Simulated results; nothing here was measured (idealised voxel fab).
Title: Process Module voxel released beams
For reference, the cross-section in this document is cut, with width 220 nm and square cells of 5 nm.
For the purposes of this document, a cross-section shall be understood as a grid of square cells, specified as bands listed in top-to-bottom order, each band consisting of one or more rows of cells. The entry gives the band's vertical extent as a top height and a bottom height in nm, then its horizontal make-up as materials from left to right, each with a width in nm. "air" stands for empty space; a single material marked "all across" fills the band edge to edge. Heights are reckoned from 0. Under this level, the received wafer is all of one material. The bottommost band is open-ended downward, for example "0..down". Per-row width for "30..40": begins at first number (top row of band), ends at second number (bottom row), increment between rows held constant. You'll sometimes find "changes: none" written for a step, and that's the way of saying that nowhere in the cross-section did a cell change during that step. "Fully enclosed voids" - sealed voids, min. 8 cells, no opening to top; format: width x height at distance (distance from left edge; nm throughout). Formally, on a step line, whatever follows the settings is a remark that the simulator itself makes on the step. overlay nm: mask right of planned place by this much (step with mask). Neg. = left.

[Planned step list for the process]
1,RECEIVE, material Si
2,CONFORMAL_DEP, material Al2O3, thk nm 10
3,DIRECTIONAL_DEP, material SiO2, thk nm 20
4,DIRECTIONAL_DEP, material aC, thk nm 10
5,PATTERN, tone open, mask id ANCHOR, material resist, width nm 45, thk nm 25, overlay nm 0
6,DIRECTIONAL_ETCH, etch materials aC, depth nm 10
7,STRIP, etch materials resist
8,DIRECTIONAL_ETCH, etch materials SiO2, depth nm 20
9,STRIP, etch materials aC
10,CONFORMAL_DEP, material polySi, thk nm 15
11,PATTERN, tone cover, mask id BEAM, material resist, width nm 130, thk nm 15, overlay nm 0
12,DIRECTIONAL_ETCH, etch materials polySi, depth nm 15
13,STRIP, etch materials resist
14,STRIP, etch materials SiO2

[As-received state of the wafer in cross-section, equivalent to post-step 1]
    0..down: Si all across
    Fully enclosed voids: none

[Cross-section at module end, one run error; start and plan unchanged from above]
    45..30: 50 of air | 10 of polySi | 15 of air | 105 of polySi | 40 of air
    30..25: 45 of air | 15 of polySi | 15 of air | 15 of polySi | 130 of air
    25..10: 45 of air | 45 of polySi | 130 of air
    10..0: Al2O3 all across
    0..down: Si all across
    Fully enclosed voids: none
So what did we get wrong on this run? step 11 ran with different settings than intended, the actual operation and settings being PATTERN, tone cover, mask id BEAM, material resist, width nm 130, thk nm 15, overlay nm 10
